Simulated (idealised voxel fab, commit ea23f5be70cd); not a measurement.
process module | voxel wiring stack
cross-section cut | 285 nm wide | cells 5 nm
A cross-section is a grid of square cells, given in bands from the top down. A band is one or more rows of cells.
Each band's line starts with the height of the band's top and of its bottom, in nm. Then come its materials from left to right, each with its width in nm. One material with "throughout" fills the band from edge to edge. "air" is empty space.
Height 0 is the level under which the wafer as received is all one material. The lowest band goes on downwards, as in "0 down".
A width such as "30 to 40" changes by the same amount from each row of cells to the next, from the band's top row to its bottom row.
"no change" after a step means that no cell of the cross-section changed.
closed voids: empty space of 8 cells or more with no open way to the top, each as width x height at its distance from the left edge, in nm
after a step's settings: what the simulator itself notes on the step
overlay nm, on a step with a mask: how far to the right of its planned place the mask lay; to the left if negative
plan
1 op RECEIVE | material Si
2 op CONFORMAL_DEP | material SiO2 | thk nm 15
3 op CONFORMAL_DEP | material SiCN | thk nm 5
4 op DIRECTIONAL_DEP | material SiO2 | thk nm 25
5 op PATTERN | tone open | mask id METAL_1 | material resist | width nm 25 | pitch nm 45 | thk nm 20 | overlay nm 0
6 op DIRECTIONAL_ETCH | etch materials SiO2 | depth nm 25
7 op DIRECTIONAL_ETCH | etch materials SiCN | depth nm 5
8 op STRIP | etch materials resist
9 op CONFORMAL_DEP | material TiN | thk nm 5
10 op FILL_DEP | material Cu | thk nm 10
11 op CMP | height nm 45
12 op CONFORMAL_DEP | material SiCN | thk nm 5
13 op DIRECTIONAL_DEP | material lowk | thk nm 35
14 op PATTERN | tone open | mask id METAL_2 | material resist | width nm 25 | pitch nm 45 | thk nm 15 | overlay nm 0
15 op DIRECTIONAL_ETCH | etch materials lowk | depth nm 20
16 op STRIP | etch materials resist
17 op MASKED_ETCH | tone open | mask id METAL_2_HOLES | width nm 15 | etch materials lowk | depth nm 15 | overlay nm 0
18 op MASKED_ETCH | tone open | mask id METAL_2_HOLES | width nm 15 | etch materials SiCN | depth nm 5 | overlay nm 0
19 op CONFORMAL_DEP | material TiN | thk nm 5
20 op FILL_DEP | material Ru | thk nm 10
21 op CMP | height nm 85
22 op CONFORMAL_DEP | material SiN | thk nm 5
as received, after step 1
  0 down: Si throughout
  closed voids: none
first wafer at the end, as planned
  90 to 85: SiN throughout
  85 to 70: lowk 105 | TiN 5 | Ru 15 | TiN 5 | lowk 20 | TiN 5 | Ru 15 | TiN 5 | lowk 110
  70 to 65: lowk 105 | TiN 5 | Ru 5 | TiN 15 | lowk 20 | TiN 25 | lowk 110
  65 to 50: lowk 105 | TiN 5 | Ru 5 | TiN 5 | lowk 165
  50 to 45: SiCN 105 | TiN 15 | SiCN 165
  45 to 20: SiO2 105 | TiN 5 | Cu 15 | TiN 5 | SiO2 20 | TiN 5 | Cu 15 | TiN 5 | SiO2 110
  20 to 15: SiCN 105 | TiN 25 | SiCN 20 | TiN 25 | SiCN 110
  15 to 0: SiO2 throughout
  0 down: Si throughout
  closed voids: none
second wafer at the end: like start, like plan, one mistake
  90 to 85: SiN throughout
  85 to 50: lowk throughout
  50 to 45: SiCN throughout
  45 to 20: SiO2 105 | TiN 5 | Cu 15 | TiN 5 | SiO2 20 | TiN 5 | Cu 15 | TiN 5 | SiO2 110
  20 to 15: SiCN 105 | TiN 25 | SiCN 20 | TiN 25 | SiCN 110
  15 to 0: SiO2 throughout
  0 down: Si throughout
  closed voids: none
what went wrong: step 13 was run twice
at the end the second wafer has, in cells: 22 fewer of Ru | 3 more of SiCN | 30 fewer of TiN | 49 more of lowk
